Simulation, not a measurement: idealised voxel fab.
The following process module bears the name voxel plated lines.
Cross-sectional view cut (width: 270 nm; square cell size: 5 nm).
Think of the cross-section as a grid of square cells. We describe it in bands, top to bottom, and each band covers one or more rows of those cells.
Each band's line starts with the height of the band's top and of its bottom, in nm. Then come its materials from left to right, each with its width in nm. One material with "full width" fills the band from edge to edge. "blank" is empty space.
Note: height 0 marks the level under which the wafer is uniformly one material as received. Lowest band unbounded below, written "0..down".
So if you see something like "30..40" for the width, read it as the top row of the band sitting at the first number and the bottom row at the second, with every row in between moving by the same amount as the last.
"remained the same" after a step means that no cell of the cross-section changed.
Closed empty spaces (no open way to the top) of 8 cells or more are what "Encapsulated voids" lists, each as width x height at distance from the left edge, nm for all three.
Past the settings on a step's line: simulator remark, on that step.
overlay nm: on a step with a mask, how far right of its planned place the mask lay; negative means left.

Process steps foreseen in the plan:
1,op RECEIVE | material Si
2,op CONFORMAL_DEP | material SiO2 | thk nm 15
3,op DIRECTIONAL_DEP | material TiN | thk nm 5
4,op PATTERN | tone open | mask id LINES | material resist | width nm 15 | pitch nm 35 | thk nm 15 | overlay nm 0
5,op EPI | material Ru | thk nm 10
6,op STRIP | etch materials resist
7,op DIRECTIONAL_ETCH | etch materials TiN | depth nm 5
8,op CONFORMAL_DEP | material SiO2 | thk nm 10

This is the cross-section of the wafer as we received it, i.e. after step 1:
> 0..down: Si full width
> Encapsulated voids: none

End-of-module cross-section of the first of two wafers, processed as planned:
> 40..30: blank=80 | SiO2=105 | blank=85
> 30..25: blank=80 | SiO2=10 | Ru=15 | SiO2=20 | Ru=15 | SiO2=20 | Ru=15 | SiO2=10 | blank=85
> 25..20: SiO2=90 | Ru=15 | SiO2=20 | Ru=15 | SiO2=20 | Ru=15 | SiO2=95
> 20..15: SiO2=90 | TiN=15 | SiO2=20 | TiN=15 | SiO2=20 | TiN=15 | SiO2=95
> 15..0: SiO2 full width
> 0..down: Si full width
> Encapsulated voids: none

This is the second of the two wafers, cross-sectioned at the end of the module; it started exactly like the first and was given the same plan, but it was run with one mistake:
> 40..30: SiO2 full width
> 30..20: Ru=90 | SiO2=15 | Ru=20 | SiO2=15 | Ru=20 | SiO2=15 | Ru=95
> 20..15: TiN=90 | SiO2=15 | TiN=20 | SiO2=15 | TiN=20 | SiO2=15 | TiN=95
> 15..0: SiO2 full width
> 0..down: Si full width
> Encapsulated voids: none
Want to know what went wrong? step 4 went in with a setting other than planned; the actual run was op PATTERN | tone cover | mask id LINES | material resist | width nm 15 | pitch nm 35 | thk nm 15 | overlay nm 0
Wafer comparison, final, in cells, second relative to first, materials more or fewer: +72 Ru; -9 SiO2; +36 TiN
